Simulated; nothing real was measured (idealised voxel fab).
Module name: voxel gate over fins (process module)
The figure presents cross-section cut, which has a width of 255 nm and is divided into square cells with an edge length of 5 nm.
How to read a cross-section here: the picture is a grid of square cells, written as bands going from the top down, and any band can span one or more rows of cells. Quick guide to a band line: top height, bottom height (nm) up front; then every material left to right with its width in nm. Only one material and it's marked "full width"? Then it fills the band edge to edge. And "air" just means empty space. Heights are measured from 0, the level below which the as-received wafer is all one material; the lowest band has no bottom and continues downward, written as in "0..down". The expression "30->40" gives the width at the extremes of the band, the first number at its top row of cells and the second at its bottom row, with the width changing by equal amounts from each row to the next in between. What does "no change occurred" mean for a step? It means no cell of the cross-section changed in that step. "Closed cavities": empty spaces of 8 cells or more with no open way to the top, each given as width x height at distance, distance from the left edge, all in nm. If you see something after the settings on a step's line, that's the simulator's own remark about that step. "overlay nm", when on a step's line for a step with a mask, measures how far to the right of its planned place the mask lay; a negative measure means to the left.

# The following list gives the planned process steps
| 1 | RECEIVE, material Si |
| 2 | CONFORMAL_DEP, material SiN, thk nm 5 |
| 3 | DIRECTIONAL_DEP, material aC, thk nm 10 |
| 4 | PATTERN, tone cover, mask id FINS, material resist, width nm 15, pitch nm 50, thk nm 25, overlay nm 0 |
| 5 | DIRECTIONAL_ETCH, etch materials aC, depth nm 10 |
| 6 | STRIP, etch materials resist |
| 7 | DIRECTIONAL_ETCH, etch materials SiN, depth nm 5 |
| 8 | DIRECTIONAL_ETCH, etch materials Si, depth nm 30 |
| 9 | STRIP, etch materials aC |
| 10 | FILL_DEP, material SiO2, thk nm 15 |
| 11 | CMP, height nm 5 |
| 12 | MASKED_ETCH, tone open, mask id RAIL, width nm 15, etch materials SiO2, depth nm 30, overlay nm -15 |
| 13 | CONFORMAL_DEP, material TiN, thk nm 5 |
| 14 | FILL_DEP, material W, thk nm 10 |
| 15 | CMP, height nm 5 |
| 16 | SELECTIVE_ETCH, etch materials W Ru TiN, depth nm 25 |
| 17 | FILL_DEP, material SiO2, thk nm 5 |
| 18 | CMP, height nm 5 |
| 19 | SELECTIVE_ETCH, etch materials SiO2, depth nm 15 |
| 20 | STRIP, etch materials SiN |
| 21 | CONFORMAL_DEP, material HfO2, thk nm 5 |
| 22 | CONFORMAL_DEP, material TiN, thk nm 5 |
| 23 | CONFORMAL_DEP, material TiAl, thk nm 5 |
| 24 | CONFORMAL_DEP, material TiN, thk nm 5 |
| 25 | FILL_DEP, material W, thk nm 15 |
| 26 | CMP, height nm 30 |
| 27 | CONFORMAL_DEP, material SiN, thk nm 5 |
Variable across wafers: step 12 overlay nm (plan value is that of the first wafer; starting state common to all).

# Here's the first of the wafers in cross-section, just as we got it, i.e. after step 1
- 0..down  Si full width
- Closed cavities: none

# Once step 27, the last step, is complete, the module is at its end; this is the cross-section of the first of several wafers
- 35..30  SiN full width
- 30..20  W full width
- 20..15  W 50, then TiN 155, then W 50
- 15..10  W 50, then TiN 5, then TiAl 45, then TiN 5, then TiAl 45, then TiN 5, then TiAl 45, then TiN 5, then W 50
- 10..5  TiN 55, then TiAl 5, then TiN 35, then TiAl 5, then TiN 5, then TiAl 5, then TiN 35, then TiAl 5, then TiN 5, then TiAl 5, then TiN 35, then TiAl 5, then TiN 55
- 5..0  TiAl 60, then TiN 5, then HfO2 25, then TiN 5, then TiAl 15, then TiN 5, then HfO2 25, then TiN 5, then TiAl 15, then TiN 5, then HfO2 25, then TiN 5, then TiAl 60
- 0..-5  TiN 65, then HfO2 5, then Si 15, then HfO2 5, then TiN 25, then HfO2 5, then Si 15, then HfO2 5, then TiN 25, then HfO2 5, then Si 15, then HfO2 5, then TiN 65
- -5..-10  HfO2 70, then Si 15, then HfO2 35, then Si 15, then HfO2 35, then Si 15, then HfO2 70
- -10..-20  SiO2 70, then Si 15, then SiO2 35, then Si 15, then SiO2 35, then Si 15, then SiO2 70
- -20..-25  SiO2 70, then Si 15, then TiN 10, then SiO2 25, then Si 15, then SiO2 35, then Si 15, then SiO2 70
- -25..-30  SiO2 70, then Si 15, then SiO2 35, then Si 15, then SiO2 35, then Si 15, then SiO2 70
- -30..down  Si full width
- Closed cavities: none

# Of the several wafers, the last: cross-section at the end of the module
- 35..30  SiN full width
- 30..20  W full width
- 20..15  W 50, then TiN 155, then W 50
- 15..10  W 50, then TiN 5, then TiAl 45, then TiN 5, then TiAl 45, then TiN 5, then TiAl 45, then TiN 5, then W 50
- 10..5  TiN 55, then TiAl 5, then TiN 35, then TiAl 5, then TiN 5, then TiAl 5, then TiN 35, then TiAl 5, then TiN 5, then TiAl 5, then TiN 35, then TiAl 5, then TiN 55
- 5..0  TiAl 60, then TiN 5, then HfO2 25, then TiN 5, then TiAl 15, then TiN 5, then HfO2 25, then TiN 5, then TiAl 15, then TiN 5, then HfO2 25, then TiN 5, then TiAl 60
- 0..-5  TiN 65, then HfO2 5, then Si 15, then HfO2 5, then TiN 25, then HfO2 5, then Si 15, then HfO2 5, then TiN 25, then HfO2 5, then Si 15, then HfO2 5, then TiN 65
- -5..-10  HfO2 70, then Si 15, then HfO2 35, then Si 15, then HfO2 35, then Si 15, then HfO2 70
- -10..-20  SiO2 70, then Si 15, then SiO2 35, then Si 15, then SiO2 35, then Si 15, then SiO2 70
- -20..-25  SiO2 70, then Si 15, then SiO2 25, then TiN 10, then Si 15, then SiO2 35, then Si 15, then SiO2 70
- -25..-30  SiO2 70, then Si 15, then SiO2 35, then Si 15, then SiO2 35, then Si 15, then SiO2 70
- -30..down  Si full width
- Closed cavities: none

# What follows is a table in which each wafer occupies a row; for the wafer as it stands at the close of the module, the row states, material by material, how many cells have been gained (+) or lost (-) since receipt, and then gives its closed voids
overlay nm -15; +63 HfO2; -252 Si; +51 SiN; +166 SiO2; +63 TiAl; +124 TiN; +142 W; Closed cavities: none
overlay nm -10; +63 HfO2; -252 Si; +51 SiN; +165 SiO2; +63 TiAl; +125 TiN; +142 W; Closed cavities: none
overlay nm -5; +63 HfO2; -252 Si; +51 SiN; +165 SiO2; +63 TiAl; +125 TiN; +142 W; Closed cavities: none
overlay nm 0; +63 HfO2; -252 Si; +51 SiN; +165 SiO2; +63 TiAl; +125 TiN; +142 W; Closed cavities: none
overlay nm 5; +63 HfO2; -252 Si; +51 SiN; +165 SiO2; +63 TiAl; +125 TiN; +142 W; Closed cavities: none
overlay nm 10; +63 HfO2; -252 Si; +51 SiN; +165 SiO2; +63 TiAl; +125 TiN; +142 W; Closed cavities: none
overlay nm 15; +63 HfO2; -252 Si; +51 SiN; +166 SiO2; +63 TiAl; +124 TiN; +142 W; Closed cavities: none
